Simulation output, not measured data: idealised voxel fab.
You're looking at the process module voxel transistor to metal.
Xsec cut, 215 nm wide, square cell size 5 nm.
Square cells in a grid make up a cross-section in this document, and the grid is given as bands, listed from the top down, each one or more rows of cells.
The entry gives the band's vertical extent as a top height and a bottom height in nm, then its horizontal make-up as materials from left to right, each with a width in nm. "air" stands for empty space; a single material marked "full width" fills the band edge to edge.
Heights are measured from 0, the level below which the as-received wafer is all one material; the lowest band has no bottom and continues downward, written as in "z 0 and below".
You'd read "30..40" like this: the band's top row of cells is as wide as the first number, its bottom row is as wide as the second, and going down, every row changes width by the same amount as the row before did.
When a step is marked "remains unaltered", none of the cells in the cross-section changed during that step.
You'll see "Sealed void inventory" listing empty spaces that have no way open to the top, as long as they're 8 cells or more; the notation is width x height at distance, where the distance is from the left edge, and all of it is in nm.
Post-settings text on a step line: simulator's own remark regarding the step.
When a step includes a mask, the "overlay nm" setting on its line states how far to the right of its planned place that mask lay, and negative values state how far to the left.

### Steps in the process plan
1,RECEIVE,material Si
2,CONFORMAL_DEP,material SiO2,thk nm 5
3,CONFORMAL_DEP,material SiN,thk nm 10
4,DIRECTIONAL_DEP,material aC,thk nm 15
5,PATTERN,tone cover,mask id ACTIVE,material resist,width nm 115,thk nm 30,overlay nm 0
6,DIRECTIONAL_ETCH,etch materials aC,depth nm 15
7,STRIP,etch materials resist
8,DIRECTIONAL_ETCH,etch materials SiN,depth nm 10
9,DIRECTIONAL_ETCH,etch materials SiO2,depth nm 5
10,DIRECTIONAL_ETCH,etch materials Si,depth nm 25
11,STRIP,etch materials aC
12,OXIDIZE,depth nm 5
13,FILL_DEP,material SiO2,thk nm 15
14,CMP,height nm 15
15,SELECTIVE_ETCH,etch materials SiO2,depth nm 10
16,STRIP,etch materials SiN
17,SELECTIVE_ETCH,etch materials SiO2,depth nm 5
18,OXIDIZE,depth nm 5
19,DIRECTIONAL_DEP,material polySi,thk nm 25
20,DIRECTIONAL_DEP,material SiCN,thk nm 15
21,DIRECTIONAL_DEP,material aC,thk nm 15
22,PATTERN,tone cover,mask id GATE,material resist,width nm 25,thk nm 35,overlay nm 0
23,DIRECTIONAL_ETCH,etch materials aC,depth nm 15
24,STRIP,etch materials resist
25,DIRECTIONAL_ETCH,etch materials SiCN,depth nm 25
26,DIRECTIONAL_ETCH,etch materials polySi,depth nm 35
27,STRIP,etch materials aC
28,CONFORMAL_DEP,material SiN,thk nm 10
29,DIRECTIONAL_ETCH,etch materials SiN,depth nm 10
30,DIRECTIONAL_ETCH,etch materials SiO2,depth nm 5
31,DIRECTIONAL_ETCH,etch materials Si,depth nm 5
32,EPI,material pSi,thk nm 5
33,FILL_DEP,material SiO2,thk nm 10
34,CMP,height nm 25
35,STRIP,etch materials polySi
36,SELECTIVE_ETCH,etch materials SiO2,depth nm 5
37,CONFORMAL_DEP,material HfO2,thk nm 5
38,CONFORMAL_DEP,material TiN,thk nm 5
39,FILL_DEP,material W,thk nm 10
40,CMP,height nm 20
41,DIRECTIONAL_DEP,material SiO2,thk nm 15
42,DIRECTIONAL_DEP,material aC,thk nm 15
43,PATTERN,tone open,mask id CONTACT,material resist,width nm 20,pitch nm 75,thk nm 35,overlay nm 0
44,DIRECTIONAL_ETCH,etch materials aC,depth nm 15
45,STRIP,etch materials resist
46,DIRECTIONAL_ETCH,etch materials SiO2,depth nm 40
47,STRIP,etch materials aC
48,CONFORMAL_DEP,material TiN,thk nm 5
49,FILL_DEP,material W,thk nm 10
50,CMP,height nm 35
51,DIRECTIONAL_DEP,material TiN,thk nm 5
52,DIRECTIONAL_DEP,material W,thk nm 25
53,DIRECTIONAL_DEP,material aC,thk nm 10
54,PATTERN,tone cover,mask id METAL_1,material resist,width nm 20,pitch nm 75,thk nm 25,overlay nm 0
55,DIRECTIONAL_ETCH,etch materials aC,depth nm 10
56,STRIP,etch materials resist
57,DIRECTIONAL_ETCH,etch materials W,depth nm 25
58,DIRECTIONAL_ETCH,etch materials TiN,depth nm 5
59,STRIP,etch materials aC
60,FILL_DEP,material SiO2,thk nm 10
61,CMP,height nm 65
62,CONFORMAL_DEP,material SiCN,thk nm 5
63,DIRECTIONAL_DEP,material SiO2,thk nm 35
64,MASKED_ETCH,tone open,mask id METAL_2,width nm 20,pitch nm 75,etch materials SiO2,depth nm 20,overlay nm 0
65,PATTERN,tone open,mask id METAL_2_HOLES,material resist,width nm 15,pitch nm 75,thk nm 20,overlay nm 0
66,DIRECTIONAL_ETCH,etch materials SiO2,depth nm 15
67,DIRECTIONAL_ETCH,etch materials SiCN,depth nm 5
68,STRIP,etch materials resist
69,CONFORMAL_DEP,material TiN,thk nm 5
70,FILL_DEP,material Ru,thk nm 5
71,CMP,height nm 105
72,CONFORMAL_DEP,material SiN,thk nm 5
The wafers are alike at the start. At step 72, their thk nm differs. The plan lists the first wafer's value.

### After step 1, as received: first of several wafers, cross-section
z 0 and below  Si full width
Sealed void inventory: none

### First wafer of several, cross-section, module end, after step 72 (last)
z 110 to 105  SiN full width
z 105 to 90  SiO2 (60), TiN (5), Ru (10), TiN (5), SiO2 (55), TiN (5), Ru (10), TiN (5), SiO2 (60)
z 90 to 85  SiO2 (60), TiN (5), Ru (5), TiN (10), SiO2 (55), TiN (5), Ru (5), TiN (10), SiO2 (60)
z 85 to 70  SiO2 (60), TiN (5), Ru (5), TiN (5), SiO2 (60), TiN (5), Ru (5), TiN (5), SiO2 (65)
z 70 to 65  SiCN (60), TiN (15), SiCN (60), TiN (15), SiCN (65)
z 65 to 40  SiO2 (60), W (20), SiO2 (55), W (20), SiO2 (60)
z 40 to 35  SiO2 (60), TiN (20), SiO2 (55), TiN (20), SiO2 (60)
z 35 to 20  SiO2 (60), TiN (5), W (10), TiN (5), SiO2 (55), TiN (5), W (10), TiN (5), SiO2 (60)
z 20 to 5  SiO2 (60), TiN (5), W (10), TiN (5), SiO2 (5), SiN (10), HfO2 (5), TiN (5), W (5), TiN (5), HfO2 (5), SiN (10), SiO2 (5), TiN (5), W (10), TiN (5), SiO2 (60)
z 5 to 0  SiO2 (60), TiN (5), W (10), TiN (5), SiO2 (5), SiN (10), HfO2 (5), TiN (15), HfO2 (5), SiN (10), SiO2 (5), TiN (5), W (10), TiN (5), SiO2 (60)
z 0 to -5  SiO2 (60), TiN (20), pSi (5), SiO2 (5), HfO2 (35), SiO2 (5), pSi (5), TiN (20), SiO2 (60)
z -5 to -10  SiO2 (55), pSi (30), Si (45), pSi (30), SiO2 (55)
z -10 to -30  SiO2 (55), Si (105), SiO2 (55)
z -30 and below  Si full width
Sealed void inventory: none

### Final wafer cross-section at module end
z 125 to 105  SiN full width
z 105 to 90  SiO2 (60), TiN (5), Ru (10), TiN (5), SiO2 (55), TiN (5), Ru (10), TiN (5), SiO2 (60)
z 90 to 85  SiO2 (60), TiN (5), Ru (5), TiN (10), SiO2 (55), TiN (5), Ru (5), TiN (10), SiO2 (60)
z 85 to 70  SiO2 (60), TiN (5), Ru (5), TiN (5), SiO2 (60), TiN (5), Ru (5), TiN (5), SiO2 (65)
z 70 to 65  SiCN (60), TiN (15), SiCN (60), TiN (15), SiCN (65)
z 65 to 40  SiO2 (60), W (20), SiO2 (55), W (20), SiO2 (60)
z 40 to 35  SiO2 (60), TiN (20), SiO2 (55), TiN (20), SiO2 (60)
z 35 to 20  SiO2 (60), TiN (5), W (10), TiN (5), SiO2 (55), TiN (5), W (10), TiN (5), SiO2 (60)
z 20 to 5  SiO2 (60), TiN (5), W (10), TiN (5), SiO2 (5), SiN (10), HfO2 (5), TiN (5), W (5), TiN (5), HfO2 (5), SiN (10), SiO2 (5), TiN (5), W (10), TiN (5), SiO2 (60)
z 5 to 0  SiO2 (60), TiN (5), W (10), TiN (5), SiO2 (5), SiN (10), HfO2 (5), TiN (15), HfO2 (5), SiN (10), SiO2 (5), TiN (5), W (10), TiN (5), SiO2 (60)
z 0 to -5  SiO2 (60), TiN (20), pSi (5), SiO2 (5), HfO2 (35), SiO2 (5), pSi (5), TiN (20), SiO2 (60)
z -5 to -10  SiO2 (55), pSi (30), Si (45), pSi (30), SiO2 (55)
z -10 to -30  SiO2 (55), Si (105), SiO2 (55)
z -30 and below  Si full width
Sealed void inventory: none

### Row per wafer, end-of-module: cell gain (+)/loss (-) by material since the wafer came in, then closed voids
thk nm 5 | +15 HfO2 | +20 Ru | -165 Si | +37 SiCN | +59 SiN | +806 SiO2 | +89 TiN | +71 W | +14 pSi | Sealed void inventory: none
thk nm 10 | +15 HfO2 | +20 Ru | -165 Si | +37 SiCN | +102 SiN | +806 SiO2 | +89 TiN | +71 W | +14 pSi | Sealed void inventory: none
thk nm 15 | +15 HfO2 | +20 Ru | -165 Si | +37 SiCN | +145 SiN | +806 SiO2 | +89 TiN | +71 W | +14 pSi | Sealed void inventory: none
thk nm 20 | +15 HfO2 | +20 Ru | -165 Si | +37 SiCN | +188 SiN | +806 SiO2 | +89 TiN | +71 W | +14 pSi | Sealed void inventory: none
